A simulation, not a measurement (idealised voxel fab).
The process module presented herein is designated voxel self aligned vias.
The cross-section shown here is cut; it is 210 nm wide and divided into square cells measuring 5 nm on a side.
Cross-section = grid of square cells, listed top down in bands; band = one or more rows.
Band entry format. Leading values: height of top, height of bottom, nm. Remainder: materials in left-to-right order, each with its width in nm. Special words: "all across" on a single material, which then fills the band edge to edge; "empty", empty space.
Height reference: 0 = level under which incoming wafer is all one material. Lowest band: no bottom, runs on downward, e.g. "top 0, no bottom".
The two numbers in a width such as "30..40" mark its ends across the band: the first belongs to the top row of cells, the second to the bottom row, and from each row to the next the width moves by the same amount.
Basically "remains unaltered" means that step didn't change any cell in the cross-section.
Entry "Voids, sealed". Content: empty spaces with no open connection to the top, size 8 cells or greater. Each: width x height at distance. Distance: from left edge. Unit: nm.
Note: text after step settings on the step line = simulator remark on that step.
Steps that use a mask can have "overlay nm" on their line. It says how far the mask sat to the right of where it was meant to be. Negative means to the left.

THE PROCESS STEPS THAT WERE PLANNED ARE LISTED BELOW
1) RECEIVE, material Si
2) CONFORMAL_DEP, material SiO2, thk nm 15
3) CONFORMAL_DEP, material SiCN, thk nm 5
4) DIRECTIONAL_DEP, material SiO2, thk nm 20
5) PATTERN, tone open, mask id LINES, material resist, width nm 30, pitch nm 80, thk nm 15, overlay nm 0
6) DIRECTIONAL_ETCH, etch materials SiO2, depth nm 20
7) STRIP, etch materials resist
8) CONFORMAL_DEP, material TiN, thk nm 5
9) FILL_DEP, material Ru, thk nm 5
10) CMP, height nm 40
11) SELECTIVE_ETCH, etch materials W Ru TiN, depth nm 5
12) FILL_DEP, material SiN, thk nm 10
13) CMP, height nm 40
14) DIRECTIONAL_DEP, material SiO2, thk nm 15
15) MASKED_ETCH, tone open, mask id VIAS, width nm 50, pitch nm 80, etch materials SiO2, depth nm 15, overlay nm 0
16) MASKED_ETCH, tone open, mask id VIAS, width nm 50, pitch nm 80, etch materials SiN, depth nm 5, overlay nm 0
17) CONFORMAL_DEP, material TiN, thk nm 5
18) FILL_DEP, material Cu, thk nm 5
19) CMP, height nm 55
20) CONFORMAL_DEP, material SiCN, thk nm 5

DELIVERED WAFER IN CROSS-SECTION: STATE AFTER STEP 1
* top 0, no bottom: Si all across
* Voids, sealed: none

END STATE OF THE MODULE IN CROSS-SECTION, GIVEN THE ABOVE STARTING POINT AND PLAN AND ONE MISTAKE IN EXECUTION
* top 60, bottom 55: SiCN all across
* top 55, bottom 45: 45 of SiO2; 5 of TiN; 40 of Cu; 5 of TiN; 30 of SiO2; 5 of TiN; 40 of Cu; 5 of TiN; 35 of SiO2
* top 45, bottom 40: 45 of SiO2; 10 of TiN; 20 of Cu; 20 of TiN; 30 of SiO2; 10 of TiN; 20 of Cu; 20 of TiN; 35 of SiO2
* top 40, bottom 35: 50 of SiO2; 30 of TiN; 50 of SiO2; 30 of TiN; 50 of SiO2
* top 35, bottom 25: 50 of SiO2; 5 of TiN; 20 of Ru; 5 of TiN; 50 of SiO2; 5 of TiN; 20 of Ru; 5 of TiN; 50 of SiO2
* top 25, bottom 20: 50 of SiO2; 30 of TiN; 50 of SiO2; 30 of TiN; 50 of SiO2
* top 20, bottom 15: SiCN all across
* top 15, bottom 0: SiO2 all across
* top 0, no bottom: Si all across
* Voids, sealed: none
So what did we get wrong on this run? step 15 deviated from plan and actually ran as MASKED_ETCH, tone open, mask id VIAS, width nm 50, pitch nm 80, etch materials SiO2, depth nm 15, overlay nm 5
